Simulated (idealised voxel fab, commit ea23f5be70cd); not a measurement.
process module | voxel trench capacitor
cross-section cut | 185 nm wide | cells 5 nm
A cross-section is a grid of square cells, given in bands from the top down. A band is one or more rows of cells.
Each band's line starts with the height of the band's top and of its bottom, in nm. Then come its materials from left to right, each with its width in nm. One material with "throughout" fills the band from edge to edge. "air" is empty space.
Height 0 is the level under which the wafer as received is all one material. The lowest band goes on downwards, as in "0 down".
A width such as "30 to 40" changes by the same amount from each row of cells to the next, from the band's top row to its bottom row.
"no change" after a step means that no cell of the cross-section changed.
closed voids: empty space of 8 cells or more with no open way to the top, each as width x height at its distance from the left edge, in nm
after a step's settings: what the simulator itself notes on the step
overlay nm, on a step with a mask: how far to the right of its planned place the mask lay; to the left if negative
plan
1 op RECEIVE | material Si
2 op CONFORMAL_DEP | material SiN | thk nm 10
3 op DIRECTIONAL_DEP | material aC | thk nm 15
4 op PATTERN | tone open | mask id TRENCH | material resist | width nm 15 | pitch nm 50 | thk nm 30 | overlay nm 0
5 op DIRECTIONAL_ETCH | etch materials aC | depth nm 15
6 op STRIP | etch materials resist
7 op DIRECTIONAL_ETCH | etch materials SiN | depth nm 10
8 op DIRECTIONAL_ETCH | etch materials Si | depth nm 35
9 op STRIP | etch materials aC
10 op CONFORMAL_DEP | material Al2O3 | thk nm 5
11 op CONFORMAL_DEP | material TiN | thk nm 5
12 op FILL_DEP | material W | thk nm 10
13 op CMP | height nm 10
varied across the wafers: width nm of step 4. The plan shows the first wafer's value. All wafers start alike
first wafer as received, after step 1
  0 down: Si throughout
  closed voids: none
first wafer at the end, after step 13
  10 to 0: SiN 60 | Al2O3 5 | TiN 5 | Al2O3 5 | SiN 35 | Al2O3 5 | TiN 5 | Al2O3 5 | SiN 60
  0 to -30: Si 60 | Al2O3 5 | TiN 5 | Al2O3 5 | Si 35 | Al2O3 5 | TiN 5 | Al2O3 5 | Si 60
  -30 to -35: Si 60 | Al2O3 15 | Si 35 | Al2O3 15 | Si 60
  -35 down: Si throughout
  closed voids: none
last wafer at the end
  10 to 0: SiN 50 | Al2O3 5 | TiN 5 | W 15 | TiN 5 | Al2O3 5 | SiN 15 | Al2O3 5 | TiN 5 | W 15 | TiN 5 | Al2O3 5 | SiN 50
  0 to -25: Si 50 | Al2O3 5 | TiN 5 | W 15 | TiN 5 | Al2O3 5 | Si 15 | Al2O3 5 | TiN 5 | W 15 | TiN 5 | Al2O3 5 | Si 50
  -25 to -30: Si 50 | Al2O3 5 | TiN 25 | Al2O3 5 | Si 15 | Al2O3 5 | TiN 25 | Al2O3 5 | Si 50
  -30 to -35: Si 50 | Al2O3 35 | Si 15 | Al2O3 35 | Si 50
  -35 down: Si throughout
  closed voids: none
each wafer at the end: cells of each material gained (+) or lost (-) since it was received, then its closed voids
width nm 15 | +38 Al2O3 | -42 Si | +62 SiN | +16 TiN | closed voids: none
width nm 20 | +40 Al2O3 | -56 Si | +58 SiN | +32 TiN | closed voids: none
width nm 25 | +42 Al2O3 | -70 Si | +54 SiN | +34 TiN | +14 W | closed voids: none
width nm 30 | +44 Al2O3 | -84 Si | +50 SiN | +36 TiN | +28 W | closed voids: none
width nm 35 | +46 Al2O3 | -98 Si | +46 SiN | +38 TiN | +42 W | closed voids: none
